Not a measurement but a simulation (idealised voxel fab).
Name of the process module below: voxel air gaps
The width of the displayed cross-section, cut, is 240 nm; its cells are square, with a size of 5 nm.
A cross-section is written here as square cells arranged in a grid, and it is given in bands from the top down, each band taking up one or more rows of cells. Quick guide to a band line: top height, bottom height (nm) up front; then every material left to right with its width in nm. Only one material and it's marked "all across"? Then it fills the band edge to edge. And "air" just means empty space. Where do heights start? At 0: under that level the wafer as delivered is made of one material only. And the lowest band has no floor; it just carries on downward, as in "z 0 and below". So if you see something like "30->40" for the width, read it as the top row of the band sitting at the first number and the bottom row at the second, with every row in between moving by the same amount as the last. "no modifications" after a step means that no cell of the cross-section changed. Empty spaces counting at least 8 cells and having no open way to the top are listed in "Internal closed voids". The notation width x height at distance is used for each, the distance being from the left edge and all three values in nm. Where a step's line continues beyond its settings, the continuation is a remark by the simulator itself on that step. overlay nm: right-of-plan distance of the mask on a masked step; negative values mean left-of-plan.

These are the steps we planned for the process
1: RECEIVE,material Si
2: CONFORMAL_DEP,material SiO2,thk nm 10
3: CONFORMAL_DEP,material SiCN,thk nm 5
4: DIRECTIONAL_DEP,material lowk,thk nm 35
5: DIRECTIONAL_DEP,material aC,thk nm 15
6: PATTERN,tone open,mask id LINES,material resist,width nm 25,pitch nm 50,thk nm 35,overlay nm 0
7: DIRECTIONAL_ETCH,etch materials aC,depth nm 15
8: STRIP,etch materials resist
9: DIRECTIONAL_ETCH,etch materials lowk,depth nm 35
10: STRIP,etch materials aC
11: CONFORMAL_DEP,material TiN,thk nm 5
12: FILL_DEP,material Cu,thk nm 10
13: CMP,height nm 50
14: EPI,material Ru,thk nm 10
15: SELECTIVE_ETCH,etch materials lowk,depth nm 45
16: CONFORMAL_DEP,material SiCN,thk nm 5

So this is the incoming wafer in cross-section - it's already been through step 1
z 0 and below  Si all across
Internal closed voids: none

Looking at the first of two wafers in cross-section at end of module - ran to plan
z 65 to 60  air 15 nm, SiCN 205 nm, air 20 nm
z 60 to 50  air 15 nm, SiCN 5 nm, Ru 45 nm, SiCN 5 nm, Ru 45 nm, SiCN 5 nm, Ru 45 nm, SiCN 5 nm, Ru 45 nm, SiCN 5 nm, air 20 nm
z 50 to 45  air 15 nm, SiCN 15 nm, TiN 5 nm, Cu 15 nm, TiN 5 nm, SiCN 25 nm, TiN 5 nm, Cu 15 nm, TiN 5 nm, SiCN 25 nm, TiN 5 nm, Cu 15 nm, TiN 5 nm, SiCN 25 nm, TiN 5 nm, Cu 15 nm, TiN 5 nm, SiCN 15 nm, air 20 nm
z 45 to 20  air 25 nm, SiCN 5 nm, TiN 5 nm, Cu 15 nm, TiN 5 nm, SiCN 5 nm, air 15 nm, SiCN 5 nm, TiN 5 nm, Cu 15 nm, TiN 5 nm, SiCN 5 nm, air 15 nm, SiCN 5 nm, TiN 5 nm, Cu 15 nm, TiN 5 nm, SiCN 5 nm, air 15 nm, SiCN 5 nm, TiN 5 nm, Cu 15 nm, TiN 5 nm, SiCN 5 nm, air 30 nm
z 20 to 15  SiCN 30 nm, TiN 25 nm, SiCN 25 nm, TiN 25 nm, SiCN 25 nm, TiN 25 nm, SiCN 25 nm, TiN 25 nm, SiCN 35 nm
z 15 to 10  SiCN all across
z 10 to 0  SiO2 all across
z 0 and below  Si all across
Internal closed voids: 15 x 25 at 60; 15 x 25 at 110; 15 x 25 at 160

What the second wafer looks like in cross-section once the module is done. Its start and its plan matched the first wafer's exactly; what differed was one mistake in how it was run
z 65 to 60  air 10 nm, SiCN 205 nm, air 25 nm
z 60 to 50  air 10 nm, SiCN 5 nm, Ru 45 nm, SiCN 5 nm, Ru 45 nm, SiCN 5 nm, Ru 45 nm, SiCN 5 nm, Ru 45 nm, SiCN 5 nm, air 25 nm
z 50 to 45  air 10 nm, SiCN 15 nm, TiN 5 nm, Cu 15 nm, TiN 5 nm, SiCN 25 nm, TiN 5 nm, Cu 15 nm, TiN 5 nm, SiCN 25 nm, TiN 5 nm, Cu 15 nm, TiN 5 nm, SiCN 25 nm, TiN 5 nm, Cu 15 nm, TiN 5 nm, SiCN 15 nm, air 25 nm
z 45 to 20  air 20 nm, SiCN 5 nm, TiN 5 nm, Cu 15 nm, TiN 5 nm, SiCN 5 nm, air 15 nm, SiCN 5 nm, TiN 5 nm, Cu 15 nm, TiN 5 nm, SiCN 5 nm, air 15 nm, SiCN 5 nm, TiN 5 nm, Cu 15 nm, TiN 5 nm, SiCN 5 nm, air 15 nm, SiCN 5 nm, TiN 5 nm, Cu 15 nm, TiN 5 nm, SiCN 5 nm, air 35 nm
z 20 to 15  SiCN 25 nm, TiN 25 nm, SiCN 25 nm, TiN 25 nm, SiCN 25 nm, TiN 25 nm, SiCN 25 nm, TiN 25 nm, SiCN 40 nm
z 15 to 10  SiCN all across
z 10 to 0  SiO2 all across
z 0 and below  Si all across
Internal closed voids: 15 x 25 at 55; 15 x 25 at 105; 15 x 25 at 155
Where did the run depart from the plan? not per plan at step 6, really ran PATTERN,tone open,mask id LINES,material resist,width nm 25,pitch nm 50,thk nm 35,overlay nm -5
End check, second vs first wafer: material counts in cells match, positions do not.
